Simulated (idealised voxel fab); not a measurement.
This section sets out a process module, namely voxel wiring stack.
cross-section cut | 255 nm wide | cells 5 nm
Just so we're on the same page, the cross-sections are grids of square cells, and they're listed out in bands top to bottom, each band one or more rows deep.
Each band's line starts with the height of the band's top and of its bottom, in nm. Then come its materials from left to right, each with its width in nm. One material with "throughout" fills the band from edge to edge. "blank" is empty space.
We count height from 0. Below that, the starting wafer is all one material. The lowest band never ends at the bottom but goes on down; see "0 and below" for how that is written.
Width: "30 to 40" (first number = top row, second number = bottom row, same change from row to row of cells).
A step reported as "nothing different" is a step in which no cell of the cross-section changed.
In "Catalogued sealed voids" the enclosed voids are listed, meaning empty spaces of 8 cells or larger without any opening to the top. The form is width x height at distance, distance from the left edge, units nm.
Past the settings on a step's line: simulator remark, on that step.
overlay nm: for a step with a mask, the amount by which the mask lay right of where it was planned; a negative amount means left of it.
Before/after cross-section pairs, one process step each; after shown to lowest changed band; step and settings beneath. Pairs may be from different runs of this module on the same starting wafer; a pair continues from the one above only where its "Ex-ante state" entry says so.
Ex-ante state:
- 0 and below = Si throughout
- Catalogued sealed voids: none
Post-Step Geometry:
- 25 down to 0 = SiO2 throughout
- For the remainder of the cross-section, below 0, there is no change.
- Catalogued sealed voids: none
So what happens between those two cross-sections up there? CONFORMAL_DEP,material SiO2,thk nm 25
Ex-ante state: as in the pair right above, post-step view.
Post-Step Geometry:
- 30 down to 25 = TiN throughout
- For the remainder of the cross-section, below 25, there is no change.
- Catalogued sealed voids: none
So what happens between those two cross-sections up there? DIRECTIONAL_DEP,material TiN,thk nm 5
Ex-ante state: as in the pair right above, post-step view.
Post-Step Geometry:
- 45 down to 30 = W throughout
- For the remainder of the cross-section, below 30, there is no change.
- Catalogued sealed voids: none
So what happens between those two cross-sections up there? DIRECTIONAL_DEP,material W,thk nm 15
Ex-ante state: as in the pair right above, post-step view.
Post-Step Geometry:
- 55 down to 45 = aC throughout
- For the remainder of the cross-section, below 45, there is no change.
- Catalogued sealed voids: none
So what happens between those two cross-sections up there? DIRECTIONAL_DEP,material aC,thk nm 10
Ex-ante state: as in the pair right above, post-step view.
Post-Step Geometry:
- 80 down to 55 = 35 of blank; 30 of resist; 20 of blank; 30 of resist; 20 of blank; 30 of resist; 20 of blank; 30 of resist; 40 of blank
- For the remainder of the cross-section, below 55, there is no change.
- Catalogued sealed voids: none
So what happens between those two cross-sections up there? PATTERN,tone cover,mask id METAL_1,material resist,width nm 30,pitch nm 50,thk nm 25,overlay nm 0
Ex-ante state: as in the pair right above, post-step view.
Post-Step Geometry:
- 70 down to 55 = 35 of blank; 30 of resist; 20 of blank; 30 of resist; 20 of blank; 30 of resist; 20 of blank; 30 of resist; 40 of blank
- 55 down to 45 = 35 of blank; 30 of aC; 20 of blank; 30 of aC; 20 of blank; 30 of aC; 20 of blank; 30 of aC; 40 of blank
- For the remainder of the cross-section, below 45, there is no change.
- Catalogued sealed voids: none
So what happens between those two cross-sections up there? DIRECTIONAL_ETCH,etch materials aC,depth nm 10
Ex-ante state: as in the pair right above, post-step view.
Post-Step Geometry:
- 55 down to 45 = 35 of blank; 30 of aC; 20 of blank; 30 of aC; 20 of blank; 30 of aC; 20 of blank; 30 of aC; 40 of blank
- For the remainder of the cross-section, below 45, there is no change.
- Catalogued sealed voids: none
So what happens between those two cross-sections up there? STRIP,etch materials resist
Ex-ante state: as in the pair right above, post-step view.
Post-Step Geometry:
- 55 down to 45 = 35 of blank; 30 of aC; 20 of blank; 30 of aC; 20 of blank; 30 of aC; 20 of blank; 30 of aC; 40 of blank
- 45 down to 30 = 35 of blank; 30 of W; 20 of blank; 30 of W; 20 of blank; 30 of W; 20 of blank; 30 of W; 40 of blank
- For the remainder of the cross-section, below 30, there is no change.
- Catalogued sealed voids: none
So what happens between those two cross-sections up there? DIRECTIONAL_ETCH,etch materials W,depth nm 15
Ex-ante state: as in the pair right above, post-step view.
Post-Step Geometry:
- 55 down to 45 = 35 of blank; 30 of aC; 20 of blank; 30 of aC; 20 of blank; 30 of aC; 20 of blank; 30 of aC; 40 of blank
- 45 down to 30 = 35 of blank; 30 of W; 20 of blank; 30 of W; 20 of blank; 30 of W; 20 of blank; 30 of W; 40 of blank
- 30 down to 25 = 35 of blank; 30 of TiN; 20 of blank; 30 of TiN; 20 of blank; 30 of TiN; 20 of blank; 30 of TiN; 40 of blank
- For the remainder of the cross-section, below 25, there is no change.
- Catalogued sealed voids: none
So what happens between those two cross-sections up there? DIRECTIONAL_ETCH,etch materials TiN,depth nm 5
Ex-ante state: as in the pair right above, post-step view.
Post-Step Geometry:
- 45 down to 30 = 35 of blank; 30 of W; 20 of blank; 30 of W; 20 of blank; 30 of W; 20 of blank; 30 of W; 40 of blank
- For the remainder of the cross-section, below 30, there is no change.
- Catalogued sealed voids: none
So what happens between those two cross-sections up there? STRIP,etch materials aC
Ex-ante state: as in the pair right above, post-step view.
Post-Step Geometry:
- 55 down to 45 = SiO2 throughout
- 45 down to 30 = 35 of SiO2; 30 of W; 20 of SiO2; 30 of W; 20 of SiO2; 30 of W; 20 of SiO2; 30 of W; 40 of SiO2
- 30 down to 25 = 35 of SiO2; 30 of TiN; 20 of SiO2; 30 of TiN; 20 of SiO2; 30 of TiN; 20 of SiO2; 30 of TiN; 40 of SiO2
- For the remainder of the cross-section, below 25, there is no change.
- Catalogued sealed voids: none
So what happens between those two cross-sections up there? FILL_DEP,material SiO2,thk nm 10
Ex-ante state: as in the pair right above, post-step view.
Post-Step Geometry:
- 35 down to 30 = 35 of SiO2; 30 of W; 20 of SiO2; 30 of W; 20 of SiO2; 30 of W; 20 of SiO2; 30 of W; 40 of SiO2
- For the remainder of the cross-section, below 30, there is no change.
- Catalogued sealed voids: none
So what happens between those two cross-sections up there? CMP,height nm 35
Ex-ante state: as in the pair right above, post-step view.
Post-Step Geometry:
- 40 down to 35 = SiCN throughout
- For the remainder of the cross-section, below 35, there is no change.
- Catalogued sealed voids: none
So what happens between those two cross-sections up there? CONFORMAL_DEP,material SiCN,thk nm 5
Ex-ante state: as in the pair right above, post-step view.
Post-Step Geometry:
- 50 down to 40 = lowk throughout
- For the remainder of the cross-section, below 40, there is no change.
- Catalogued sealed voids: none
So what happens between those two cross-sections up there? DIRECTIONAL_DEP,material lowk,thk nm 10
Ex-ante state: as in the pair right above, post-step view.
Post-Step Geometry:
- 70 down to 50 = 35 of resist; 15 of blank; 35 of resist; 15 of blank; 35 of resist; 15 of blank; 35 of resist; 15 of blank; 55 of resist
- For the remainder of the cross-section, below 50, there is no change.
- Catalogued sealed voids: none
So what happens between those two cross-sections up there? PATTERN,tone open,mask id PLUG_1,material resist,width nm 15,pitch nm 50,thk nm 20,overlay nm 0
Ex-ante state: as in the pair right above, post-step view.
Post-Step Geometry:
- 70 down to 50 = 35 of resist; 15 of blank; 35 of resist; 15 of blank; 35 of resist; 15 of blank; 35 of resist; 15 of blank; 55 of resist
- 50 down to 40 = 35 of lowk; 15 of blank; 35 of lowk; 15 of blank; 35 of lowk; 15 of blank; 35 of lowk; 15 of blank; 55 of lowk
- For the remainder of the cross-section, below 40, there is no change.
- Catalogued sealed voids: none
So what happens between those two cross-sections up there? DIRECTIONAL_ETCH,etch materials lowk,depth nm 10
Ex-ante state: as in the pair right above, post-step view.
Post-Step Geometry:
- 70 down to 50 = 35 of resist; 15 of blank; 35 of resist; 15 of blank; 35 of resist; 15 of blank; 35 of resist; 15 of blank; 55 of resist
- 50 down to 40 = 35 of lowk; 15 of blank; 35 of lowk; 15 of blank; 35 of lowk; 15 of blank; 35 of lowk; 15 of blank; 55 of lowk
- 40 down to 35 = 35 of SiCN; 15 of blank; 35 of SiCN; 15 of blank; 35 of SiCN; 15 of blank; 35 of SiCN; 15 of blank; 55 of SiCN
- For the remainder of the cross-section, below 35, there is no change.
- Catalogued sealed voids: none
So what happens between those two cross-sections up there? DIRECTIONAL_ETCH,etch materials SiCN,depth nm 5
Ex-ante state: as in the pair right above, post-step view.
Post-Step Geometry:
- 50 down to 40 = 35 of lowk; 15 of blank; 35 of lowk; 15 of blank; 35 of lowk; 15 of blank; 35 of lowk; 15 of blank; 55 of lowk
- For the remainder of the cross-section, below 40, there is no change.
- Catalogued sealed voids: none
So what happens between those two cross-sections up there? STRIP,etch materials resist
Ex-ante state: as in the pair right above, post-step view.
Post-Step Geometry:
- 55 down to 50 = 40 of TiN; 5 of blank; 45 of TiN; 5 of blank; 45 of TiN; 5 of blank; 45 of TiN; 5 of blank; 60 of TiN
- 50 down to 40 = 35 of lowk; 5 of TiN; 5 of blank; 5 of TiN; 35 of lowk; 5 of TiN; 5 of blank; 5 of TiN; 35 of lowk; 5 of TiN; 5 of blank; 5 of TiN; 35 of lowk; 5 of TiN; 5 of blank; 5 of TiN; 55 of lowk
- 40 down to 35 = 35 of SiCN; 15 of TiN; 35 of SiCN; 15 of TiN; 35 of SiCN; 15 of TiN; 35 of SiCN; 15 of TiN; 55 of SiCN
- For the remainder of the cross-section, below 35, there is no change.
- Catalogued sealed voids: none
So what happens between those two cross-sections up there? CONFORMAL_DEP,material TiN,thk nm 5
Ex-ante state: as in the pair right above, post-step view.
Post-Step Geometry:
- 60 down to 55 = Ru throughout
- 55 down to 50 = 40 of TiN; 5 of Ru; 45 of TiN; 5 of Ru; 45 of TiN; 5 of Ru; 45 of TiN; 5 of Ru; 60 of TiN
- 50 down to 40 = 35 of lowk; 5 of TiN; 5 of Ru; 5 of TiN; 35 of lowk; 5 of TiN; 5 of Ru; 5 of TiN; 35 of lowk; 5 of TiN; 5 of Ru; 5 of TiN; 35 of lowk; 5 of TiN; 5 of Ru; 5 of TiN; 55 of lowk
- For the remainder of the cross-section, below 40, there is no change.
- Catalogued sealed voids: none
So what happens between those two cross-sections up there? FILL_DEP,material Ru,thk nm 5
Ex-ante state: as in the pair right above, post-step view.
Post-Step Geometry:
- 50 down to 40 = 35 of lowk; 5 of TiN; 5 of Ru; 5 of TiN; 35 of lowk; 5 of TiN; 5 of Ru; 5 of TiN; 35 of lowk; 5 of TiN; 5 of Ru; 5 of TiN; 35 of lowk; 5 of TiN; 5 of Ru; 5 of TiN; 55 of lowk
- For the remainder of the cross-section, below 40, there is no change.
- Catalogued sealed voids: none
So what happens between those two cross-sections up there? CMP,height nm 50
Ex-ante state: as in the pair right above, post-step view.
Post-Step Geometry:
- 55 down to 50 = TiN throughout
- For the remainder of the cross-section, below 50, there is no change.
- Catalogued sealed voids: none
So what happens between those two cross-sections up there? DIRECTIONAL_DEP,material TiN,thk nm 5
Ex-ante state: as in the pair right above, post-step view.
Post-Step Geometry:
- 70 down to 55 = Ru throughout
- For the remainder of the cross-section, below 55, there is no change.
- Catalogued sealed voids: none
So what happens between those two cross-sections up there? DIRECTIONAL_DEP,material Ru,thk nm 15
Ex-ante state: as in the pair right above, post-step view.
Post-Step Geometry:
- 80 down to 70 = aC throughout
- For the remainder of the cross-section, below 70, there is no change.
- Catalogued sealed voids: none
So what happens between those two cross-sections up there? DIRECTIONAL_DEP,material aC,thk nm 10
Ex-ante state: as in the pair right above, post-step view.
Post-Step Geometry:
- 105 down to 80 = 35 of blank; 30 of resist; 20 of blank; 30 of resist; 20 of blank; 30 of resist; 20 of blank; 30 of resist; 40 of blank
- For the remainder of the cross-section, below 80, there is no change.
- Catalogued sealed voids: none
So what happens between those two cross-sections up there? PATTERN,tone cover,mask id METAL_2,material resist,width nm 30,pitch nm 50,thk nm 25,overlay nm 0
Ex-ante state: as in the pair right above, post-step view.
Post-Step Geometry:
- 95 down to 80 = 35 of blank; 30 of resist; 20 of blank; 30 of resist; 20 of blank; 30 of resist; 20 of blank; 30 of resist; 40 of blank
- 80 down to 70 = 35 of blank; 30 of aC; 20 of blank; 30 of aC; 20 of blank; 30 of aC; 20 of blank; 30 of aC; 40 of blank
- For the remainder of the cross-section, below 70, there is no change.
- Catalogued sealed voids: none
So what happens between those two cross-sections up there? DIRECTIONAL_ETCH,etch materials aC,depth nm 10
Ex-ante state: as in the pair right above, post-step view.
Post-Step Geometry:
- 80 down to 70 = 35 of blank; 30 of aC; 20 of blank; 30 of aC; 20 of blank; 30 of aC; 20 of blank; 30 of aC; 40 of blank
- For the remainder of the cross-section, below 70, there is no change.
- Catalogued sealed voids: none
So what happens between those two cross-sections up there? STRIP,etch materials resist
Ex-ante state: as in the pair right above, post-step view.
Post-Step Geometry:
- 80 down to 70 = 35 of blank; 30 of aC; 20 of blank; 30 of aC; 20 of blank; 30 of aC; 20 of blank; 30 of aC; 40 of blank
- 70 down to 55 = 35 of blank; 30 of Ru; 20 of blank; 30 of Ru; 20 of blank; 30 of Ru; 20 of blank; 30 of Ru; 40 of blank
- For the remainder of the cross-section, below 55, there is no change.
- Catalogued sealed voids: none
So what happens between those two cross-sections up there? DIRECTIONAL_ETCH,etch materials Ru,depth nm 15
Ex-ante state: as in the pair right above, post-step view.
Post-Step Geometry:
- 80 down to 70 = 35 of blank; 30 of aC; 20 of blank; 30 of aC; 20 of blank; 30 of aC; 20 of blank; 30 of aC; 40 of blank
- 70 down to 55 = 35 of blank; 30 of Ru; 20 of blank; 30 of Ru; 20 of blank; 30 of Ru; 20 of blank; 30 of Ru; 40 of blank
- 55 down to 50 = 35 of blank; 30 of TiN; 20 of blank; 30 of TiN; 20 of blank; 30 of TiN; 20 of blank; 30 of TiN; 40 of blank
- For the remainder of the cross-section, below 50, there is no change.
- Catalogued sealed voids: none
So what happens between those two cross-sections up there? DIRECTIONAL_ETCH,etch materials TiN,depth nm 5
Ex-ante state: as in the pair right above, post-step view.
Post-Step Geometry:
- 70 down to 55 = 35 of blank; 30 of Ru; 20 of blank; 30 of Ru; 20 of blank; 30 of Ru; 20 of blank; 30 of Ru; 40 of blank
- For the remainder of the cross-section, below 55, there is no change.
- Catalogued sealed voids: none
So what happens between those two cross-sections up there? STRIP,etch materials aC
Ex-ante state: as in the pair right above, post-step view.
Post-Step Geometry:
- 75 down to 70 = 30 of blank; 40 of SiCN; 10 of blank; 40 of SiCN; 10 of blank; 40 of SiCN; 10 of blank; 40 of SiCN; 35 of blank
- 70 down to 55 = 30 of blank; 5 of SiCN; 30 of Ru; 5 of SiCN; 10 of blank; 5 of SiCN; 30 of Ru; 5 of SiCN; 10 of blank; 5 of SiCN; 30 of Ru; 5 of SiCN; 10 of blank; 5 of SiCN; 30 of Ru; 5 of SiCN; 35 of blank
- 55 down to 50 = 35 of SiCN; 30 of TiN; 20 of SiCN; 30 of TiN; 20 of SiCN; 30 of TiN; 20 of SiCN; 30 of TiN; 40 of SiCN
- For the remainder of the cross-section, below 50, there is no change.
- Catalogued sealed voids: none
So what happens between those two cross-sections up there? CONFORMAL_DEP,material SiCN,thk nm 5
Ex-ante state: as in the pair right above, post-step view.
Post-Step Geometry:
- 85 down to 75 = lowk throughout
- 75 down to 70 = 30 of lowk; 40 of SiCN; 10 of lowk; 40 of SiCN; 10 of lowk; 40 of SiCN; 10 of lowk; 40 of SiCN; 35 of lowk
- 70 down to 55 = 30 of lowk; 5 of SiCN; 30 of Ru; 5 of SiCN; 10 of lowk; 5 of SiCN; 30 of Ru; 5 of SiCN; 10 of lowk; 5 of SiCN; 30 of Ru; 5 of SiCN; 10 of lowk; 5 of SiCN; 30 of Ru; 5 of SiCN; 35 of lowk
- For the remainder of the cross-section, below 55, there is no change.
- Catalogued sealed voids: none
So what happens between those two cross-sections up there? FILL_DEP,material lowk,thk nm 10
Ex-ante state: as in the pair right above, post-step view.
Post-Step Geometry:
- 70 down to 55 = 30 of lowk; 5 of SiCN; 30 of Ru; 5 of SiCN; 10 of lowk; 5 of SiCN; 30 of Ru; 5 of SiCN; 10 of lowk; 5 of SiCN; 30 of Ru; 5 of SiCN; 10 of lowk; 5 of SiCN; 30 of Ru; 5 of SiCN; 35 of lowk
- For the remainder of the cross-section, below 55, there is no change.
- Catalogued sealed voids: none
So what happens between those two cross-sections up there? CMP,height nm 70
Ex-ante state: as in the pair right above, post-step view.
Post-Step Geometry:
- 75 down to 70 = SiCN throughout
- For the remainder of the cross-section, below 70, there is no change.
- Catalogued sealed voids: none
So what happens between those two cross-sections up there? CONFORMAL_DEP,material SiCN,thk nm 5
Ex-ante state:
- 50 down to 40 = lowk throughout
- 40 down to 35 = SiCN throughout
- 35 down to 20 = 35 of SiO2; 30 of W; 20 of SiO2; 30 of W; 20 of SiO2; 30 of W; 20 of SiO2; 30 of W; 40 of SiO2
- 20 down to 15 = 35 of SiO2; 30 of TiN; 20 of SiO2; 30 of TiN; 20 of SiO2; 30 of TiN; 20 of SiO2; 30 of TiN; 40 of SiO2
- 15 down to 0 = SiO2 throughout
- 0 and below = Si throughout
- Catalogued sealed voids: none
Post-Step Geometry:
- 70 down to 50 = 30 of resist; 25 of blank; 25 of resist; 25 of blank; 25 of resist; 25 of blank; 25 of resist; 25 of blank; 50 of resist
- For the remainder of the cross-section, below 50, there is no change.
- Catalogued sealed voids: none
So what happens between those two cross-sections up there? PATTERN,tone open,mask id PLUG_1,material resist,width nm 25,pitch nm 50,thk nm 20,overlay nm 0
Ex-ante state: as in the pair right above, post-step view.
Post-Step Geometry:
- 70 down to 50 = 30 of resist; 25 of blank; 25 of resist; 25 of blank; 25 of resist; 25 of blank; 25 of resist; 25 of blank; 50 of resist
- 50 down to 40 = 30 of lowk; 25 of blank; 25 of lowk; 25 of blank; 25 of lowk; 25 of blank; 25 of lowk; 25 of blank; 50 of lowk
- For the remainder of the cross-section, below 40, there is no change.
- Catalogued sealed voids: none
So what happens between those two cross-sections up there? DIRECTIONAL_ETCH,etch materials lowk,depth nm 10
Ex-ante state: as in the pair right above, post-step view.
Post-Step Geometry:
- 70 down to 50 = 30 of resist; 25 of blank; 25 of resist; 25 of blank; 25 of resist; 25 of blank; 25 of resist; 25 of blank; 50 of resist
- 50 down to 40 = 30 of lowk; 25 of blank; 25 of lowk; 25 of blank; 25 of lowk; 25 of blank; 25 of lowk; 25 of blank; 50 of lowk
- 40 down to 35 = 30 of SiCN; 25 of blank; 25 of SiCN; 25 of blank; 25 of SiCN; 25 of blank; 25 of SiCN; 25 of blank; 50 of SiCN
- For the remainder of the cross-section, below 35, there is no change.
- Catalogued sealed voids: none
So what happens between those two cross-sections up there? DIRECTIONAL_ETCH,etch materials SiCN,depth nm 5
Ex-ante state: as in the pair right above, post-step view.
Post-Step Geometry:
- 50 down to 40 = 30 of lowk; 25 of blank; 25 of lowk; 25 of blank; 25 of lowk; 25 of blank; 25 of lowk; 25 of blank; 50 of lowk
- For the remainder of the cross-section, below 40, there is no change.
- Catalogued sealed voids: none
So what happens between those two cross-sections up there? STRIP,etch materials resist
Ex-ante state: as in the pair right above, post-step view.
Post-Step Geometry:
- 55 down to 50 = 35 of TiN; 15 of blank; 35 of TiN; 15 of blank; 35 of TiN; 15 of blank; 35 of TiN; 15 of blank; 55 of TiN
- 50 down to 40 = 30 of lowk; 5 of TiN; 15 of blank; 5 of TiN; 25 of lowk; 5 of TiN; 15 of blank; 5 of TiN; 25 of lowk; 5 of TiN; 15 of blank; 5 of TiN; 25 of lowk; 5 of TiN; 15 of blank; 5 of TiN; 50 of lowk
- 40 down to 35 = 30 of SiCN; 25 of TiN; 25 of SiCN; 25 of TiN; 25 of SiCN; 25 of TiN; 25 of SiCN; 25 of TiN; 50 of SiCN
- For the remainder of the cross-section, below 35, there is no change.
- Catalogued sealed voids: none
So what happens between those two cross-sections up there? CONFORMAL_DEP,material TiN,thk nm 5
Ex-ante state: as in the pair right above, post-step view.
Post-Step Geometry:
- 60 down to 55 = Ru throughout
- 55 down to 50 = 35 of TiN; 15 of Ru; 35 of TiN; 15 of Ru; 35 of TiN; 15 of Ru; 35 of TiN; 15 of Ru; 55 of TiN
- 50 down to 40 = 30 of lowk; 5 of TiN; 15 of Ru; 5 of TiN; 25 of lowk; 5 of TiN; 15 of Ru; 5 of TiN; 25 of lowk; 5 of TiN; 15 of Ru; 5 of TiN; 25 of lowk; 5 of TiN; 15 of Ru; 5 of TiN; 50 of lowk
- For the remainder of the cross-section, below 40, there is no change.
- Catalogued sealed voids: none
So what happens between those two cross-sections up there? FILL_DEP,material Ru,thk nm 5
Ex-ante state: as in the pair right above, post-step view.
Post-Step Geometry:
- 50 down to 40 = 30 of lowk; 5 of TiN; 15 of Ru; 5 of TiN; 25 of lowk; 5 of TiN; 15 of Ru; 5 of TiN; 25 of lowk; 5 of TiN; 15 of Ru; 5 of TiN; 25 of lowk; 5 of TiN; 15 of Ru; 5 of TiN; 50 of lowk
- For the remainder of the cross-section, below 40, there is no change.
- Catalogued sealed voids: none
So what happens between those two cross-sections up there? CMP,height nm 50
Ex-ante state: as in the pair right above, post-step view.
Post-Step Geometry:
- 55 down to 50 = TiN throughout
- For the remainder of the cross-section, below 50, there is no change.
- Catalogued sealed voids: none
So what happens between those two cross-sections up there? DIRECTIONAL_DEP,material TiN,thk nm 5
Ex-ante state: as in the pair right above, post-step view.
Post-Step Geometry:
- 70 down to 55 = Ru throughout
- For the remainder of the cross-section, below 55, there is no change.
- Catalogued sealed voids: none
So what happens between those two cross-sections up there? DIRECTIONAL_DEP,material Ru,thk nm 15
Ex-ante state: as in the pair right above, post-step view.
Post-Step Geometry:
- 80 down to 70 = aC throughout
- For the remainder of the cross-section, below 70, there is no change.
- Catalogued sealed voids: none
So what happens between those two cross-sections up there? DIRECTIONAL_DEP,material aC,thk nm 10
Ex-ante state: as in the pair right above, post-step view.
Post-Step Geometry:
- 105 down to 80 = 35 of blank; 30 of resist; 20 of blank; 30 of resist; 20 of blank; 30 of resist; 20 of blank; 30 of resist; 40 of blank
- For the remainder of the cross-section, below 80, there is no change.
- Catalogued sealed voids: none
So what happens between those two cross-sections up there? PATTERN,tone cover,mask id METAL_2,material resist,width nm 30,pitch nm 50,thk nm 25,overlay nm 0
Ex-ante state: as in the pair right above, post-step view.
Post-Step Geometry:
- 95 down to 80 = 35 of blank; 30 of resist; 20 of blank; 30 of resist; 20 of blank; 30 of resist; 20 of blank; 30 of resist; 40 of blank
- 80 down to 70 = 35 of blank; 30 of aC; 20 of blank; 30 of aC; 20 of blank; 30 of aC; 20 of blank; 30 of aC; 40 of blank
- For the remainder of the cross-section, below 70, there is no change.
- Catalogued sealed voids: none
So what happens between those two cross-sections up there? DIRECTIONAL_ETCH,etch materials aC,depth nm 10
Ex-ante state: as in the pair right above, post-step view.
Post-Step Geometry:
- 80 down to 70 = 35 of blank; 30 of aC; 20 of blank; 30 of aC; 20 of blank; 30 of aC; 20 of blank; 30 of aC; 40 of blank
- For the remainder of the cross-section, below 70, there is no change.
- Catalogued sealed voids: none
So what happens between those two cross-sections up there? STRIP,etch materials resist
Ex-ante state: as in the pair right above, post-step view.
Post-Step Geometry:
- 80 down to 70 = 35 of blank; 30 of aC; 20 of blank; 30 of aC; 20 of blank; 30 of aC; 20 of blank; 30 of aC; 40 of blank
- 70 down to 55 = 35 of blank; 30 of Ru; 20 of blank; 30 of Ru; 20 of blank; 30 of Ru; 20 of blank; 30 of Ru; 40 of blank
- For the remainder of the cross-section, below 55, there is no change.
- Catalogued sealed voids: none
So what happens between those two cross-sections up there? DIRECTIONAL_ETCH,etch materials Ru,depth nm 15
Ex-ante state: as in the pair right above, post-step view.
Post-Step Geometry:
- 80 down to 70 = 35 of blank; 30 of aC; 20 of blank; 30 of aC; 20 of blank; 30 of aC; 20 of blank; 30 of aC; 40 of blank
- 70 down to 55 = 35 of blank; 30 of Ru; 20 of blank; 30 of Ru; 20 of blank; 30 of Ru; 20 of blank; 30 of Ru; 40 of blank
- 55 down to 50 = 35 of blank; 30 of TiN; 20 of blank; 30 of TiN; 20 of blank; 30 of TiN; 20 of blank; 30 of TiN; 40 of blank
- For the remainder of the cross-section, below 50, there is no change.
- Catalogued sealed voids: none
So what happens between those two cross-sections up there? DIRECTIONAL_ETCH,etch materials TiN,depth nm 5
Ex-ante state: as in the pair right above, post-step view.
Post-Step Geometry:
- 70 down to 55 = 35 of blank; 30 of Ru; 20 of blank; 30 of Ru; 20 of blank; 30 of Ru; 20 of blank; 30 of Ru; 40 of blank
- For the remainder of the cross-section, below 55, there is no change.
- Catalogued sealed voids: none
So what happens between those two cross-sections up there? STRIP,etch materials aC
Ex-ante state: as in the pair right above, post-step view.
Post-Step Geometry:
- 75 down to 70 = 30 of blank; 40 of SiCN; 10 of blank; 40 of SiCN; 10 of blank; 40 of SiCN; 10 of blank; 40 of SiCN; 35 of blank
- 70 down to 55 = 30 of blank; 5 of SiCN; 30 of Ru; 5 of SiCN; 10 of blank; 5 of SiCN; 30 of Ru; 5 of SiCN; 10 of blank; 5 of SiCN; 30 of Ru; 5 of SiCN; 10 of blank; 5 of SiCN; 30 of Ru; 5 of SiCN; 35 of blank
- 55 down to 50 = 35 of SiCN; 30 of TiN; 20 of SiCN; 30 of TiN; 20 of SiCN; 30 of TiN; 20 of SiCN; 30 of TiN; 40 of SiCN
- For the remainder of the cross-section, below 50, there is no change.
- Catalogued sealed voids: none
So what happens between those two cross-sections up there? CONFORMAL_DEP,material SiCN,thk nm 5
Ex-ante state: as in the pair right above, post-step view.
Post-Step Geometry:
- 85 down to 75 = lowk throughout
- 75 down to 70 = 30 of lowk; 40 of SiCN; 10 of lowk; 40 of SiCN; 10 of lowk; 40 of SiCN; 10 of lowk; 40 of SiCN; 35 of lowk
- 70 down to 55 = 30 of lowk; 5 of SiCN; 30 of Ru; 5 of SiCN; 10 of lowk; 5 of SiCN; 30 of Ru; 5 of SiCN; 10 of lowk; 5 of SiCN; 30 of Ru; 5 of SiCN; 10 of lowk; 5 of SiCN; 30 of Ru; 5 of SiCN; 35 of lowk
- For the remainder of the cross-section, below 55, there is no change.
- Catalogued sealed voids: none
So what happens between those two cross-sections up there? FILL_DEP,material lowk,thk nm 10
Ex-ante state: as in the pair right above, post-step view.
Post-Step Geometry:
- 70 down to 55 = 30 of lowk; 5 of SiCN; 30 of Ru; 5 of SiCN; 10 of lowk; 5 of SiCN; 30 of Ru; 5 of SiCN; 10 of lowk; 5 of SiCN; 30 of Ru; 5 of SiCN; 10 of lowk; 5 of SiCN; 30 of Ru; 5 of SiCN; 35 of lowk
- For the remainder of the cross-section, below 55, there is no change.
- Catalogued sealed voids: none
So what happens between those two cross-sections up there? CMP,height nm 70
Ex-ante state: as in the pair right above, post-step view.
Post-Step Geometry:
- 75 down to 70 = SiCN throughout
- For the remainder of the cross-section, below 70, there is no change.
- Catalogued sealed voids: none
So what happens between those two cross-sections up there? CONFORMAL_DEP,material SiCN,thk nm 5
Ex-ante state:
- 50 down to 40 = lowk throughout
- 40 down to 35 = SiCN throughout
- 35 down to 20 = 35 of SiO2; 30 of W; 20 of SiO2; 30 of W; 20 of SiO2; 30 of W; 20 of SiO2; 30 of W; 40 of SiO2
- 20 down to 15 = 35 of SiO2; 30 of TiN; 20 of SiO2; 30 of TiN; 20 of SiO2; 30 of TiN; 20 of SiO2; 30 of TiN; 40 of SiO2
- 15 down to 0 = SiO2 throughout
- 0 and below = Si throughout
- Catalogued sealed voids: none
Post-Step Geometry:
- 70 down to 50 = 45 of resist; 15 of blank; 35 of resist; 15 of blank; 35 of resist; 15 of blank; 35 of resist; 15 of blank; 45 of resist
- For the remainder of the cross-section, below 50, there is no change.
- Catalogued sealed voids: none
So what happens between those two cross-sections up there? PATTERN,tone open,mask id PLUG_1,material resist,width nm 15,pitch nm 50,thk nm 20,overlay nm 10
Ex-ante state: as in the pair right above, post-step view.
Post-Step Geometry:
- 70 down to 50 = 45 of resist; 15 of blank; 35 of resist; 15 of blank; 35 of resist; 15 of blank; 35 of resist; 15 of blank; 45 of resist
- 50 down to 40 = 45 of lowk; 15 of blank; 35 of lowk; 15 of blank; 35 of lowk; 15 of blank; 35 of lowk; 15 of blank; 45 of lowk
- For the remainder of the cross-section, below 40, there is no change.
- Catalogued sealed voids: none
So what happens between those two cross-sections up there? DIRECTIONAL_ETCH,etch materials lowk,depth nm 10
Ex-ante state: as in the pair right above, post-step view.
Post-Step Geometry:
- 70 down to 50 = 45 of resist; 15 of blank; 35 of resist; 15 of blank; 35 of resist; 15 of blank; 35 of resist; 15 of blank; 45 of resist
- 50 down to 40 = 45 of lowk; 15 of blank; 35 of lowk; 15 of blank; 35 of lowk; 15 of blank; 35 of lowk; 15 of blank; 45 of lowk
- 40 down to 35 = 45 of SiCN; 15 of blank; 35 of SiCN; 15 of blank; 35 of SiCN; 15 of blank; 35 of SiCN; 15 of blank; 45 of SiCN
- For the remainder of the cross-section, below 35, there is no change.
- Catalogued sealed voids: none
So what happens between those two cross-sections up there? DIRECTIONAL_ETCH,etch materials SiCN,depth nm 5
Ex-ante state: as in the pair right above, post-step view.
Post-Step Geometry:
- 50 down to 40 = 45 of lowk; 15 of blank; 35 of lowk; 15 of blank; 35 of lowk; 15 of blank; 35 of lowk; 15 of blank; 45 of lowk
- For the remainder of the cross-section, below 40, there is no change.
- Catalogued sealed voids: none
So what happens between those two cross-sections up there? STRIP,etch materials resist
Ex-ante state: as in the pair right above, post-step view.
Post-Step Geometry:
- 55 down to 50 = 50 of TiN; 5 of blank; 45 of TiN; 5 of blank; 45 of TiN; 5 of blank; 45 of TiN; 5 of blank; 50 of TiN
- 50 down to 40 = 45 of lowk; 5 of TiN; 5 of blank; 5 of TiN; 35 of lowk; 5 of TiN; 5 of blank; 5 of TiN; 35 of lowk; 5 of TiN; 5 of blank; 5 of TiN; 35 of lowk; 5 of TiN; 5 of blank; 5 of TiN; 45 of lowk
- 40 down to 35 = 45 of SiCN; 15 of TiN; 35 of SiCN; 15 of TiN; 35 of SiCN; 15 of TiN; 35 of SiCN; 15 of TiN; 45 of SiCN
- For the remainder of the cross-section, below 35, there is no change.
- Catalogued sealed voids: none
So what happens between those two cross-sections up there? CONFORMAL_DEP,material TiN,thk nm 5
